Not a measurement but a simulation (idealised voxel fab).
Process module, titled voxel ribs on slabs
Xsec cut, 220 nm wide, square cell size 5 nm.
In what follows, cross-sections appear as grids of square cells, described through bands that run from the top down, where every band is one or more rows of cells. In this notation a band is specified by the heights of its top and bottom, in that order and in nm, after which its materials appear from left to right, each paired with its width in nm. The word "throughout" attached to a single material means that material fills the band from edge to edge; the word "empty" stands for empty space. Height is counted from the level 0, under which the received wafer is composed throughout of one material. The lowest of the bands is not closed at the bottom but continues downward, in the notation "0 and below". Read "30->40" as a graded width: first number on top, second number at the bottom, same change between each pair of neighbouring rows. The designation "stayed the same", where it is given for a processing step, indicates that no cell of the cross-section was altered in the course of that step. "Entrapped void list": sealed empty spaces, 8 cells or more, no open way to top, listed width x height at distance, with distance from the left edge and width, height and distance in nm. Step line, after settings: the simulator's comment on this step. On any step carrying a mask, the "overlay nm" setting, if present on the step's line, tells how far right of its planned place the mask lay; negative values point to the left.

plan
- 1: RECEIVE,material Si
- 2: DIRECTIONAL_DEP,material SiO2,thk nm 20
- 3: DIRECTIONAL_DEP,material SiN,thk nm 25
- 4: DIRECTIONAL_DEP,material aC,thk nm 15
- 5: PATTERN,tone cover,mask id RIB,material resist,width nm 15,thk nm 30,overlay nm 0
- 6: DIRECTIONAL_ETCH,etch materials aC,depth nm 15
- 7: STRIP,etch materials resist
- 8: DIRECTIONAL_ETCH,etch materials SiN,depth nm 20
- 9: STRIP,etch materials aC
- 10: DIRECTIONAL_DEP,material aC,thk nm 10
- 11: PATTERN,tone cover,mask id SLAB,material resist,width nm 45,thk nm 30,overlay nm 0
- 12: DIRECTIONAL_ETCH,etch materials aC,depth nm 10
- 13: STRIP,etch materials resist
- 14: DIRECTIONAL_ETCH,etch materials SiN,depth nm 5
- 15: STRIP,etch materials aC
- 16: FILL_DEP,material SiO2,thk nm 25
- 17: CMP,height nm 60
- 18: DIRECTIONAL_DEP,material TiN,thk nm 5
- 19: MASKED_ETCH,tone cover,mask id HEATER,width nm 25,etch materials TiN,depth nm 5,overlay nm 0
- 20: CONFORMAL_DEP,material SiO2,thk nm 10

Delivered wafer in cross-section: state after step 1
> 0 and below | Si throughout
> Entrapped void list: none

Sectioned view, first of two wafers, at the close of the module, processed as intended in the plan
> 75 down to 70 | 85 empty; 45 SiO2; 90 empty
> 70 down to 65 | SiO2 throughout
> 65 down to 60 | 95 SiO2; 25 TiN; 100 SiO2
> 60 down to 45 | SiO2 throughout
> 45 down to 25 | 100 SiO2; 15 SiN; 105 SiO2
> 25 down to 20 | 85 SiO2; 45 SiN; 90 SiO2
> 20 down to 0 | SiO2 throughout
> 0 and below | Si throughout
> Entrapped void list: none

This cross-section belongs to the second wafer of two at the end of the module; the start and the plan were shared with the first, and the run included one mistake
> 75 down to 70 | 80 empty; 55 SiO2; 85 empty
> 70 down to 65 | SiO2 throughout
> 65 down to 60 | 90 SiO2; 35 TiN; 95 SiO2
> 60 down to 45 | SiO2 throughout
> 45 down to 25 | 100 SiO2; 15 SiN; 105 SiO2
> 25 down to 20 | 85 SiO2; 45 SiN; 90 SiO2
> 20 down to 0 | SiO2 throughout
> 0 and below | Si throughout
> Entrapped void list: none
Which mistake was made when the wafer was run? step 19 ran differently from the plan; actual operation with settings: MASKED_ETCH,tone cover,mask id HEATER,width nm 35,etch materials TiN,depth nm 5,overlay nm 0
The second wafer ends with more or fewer cells of some materials than the first, per final count: 2 more of TiN
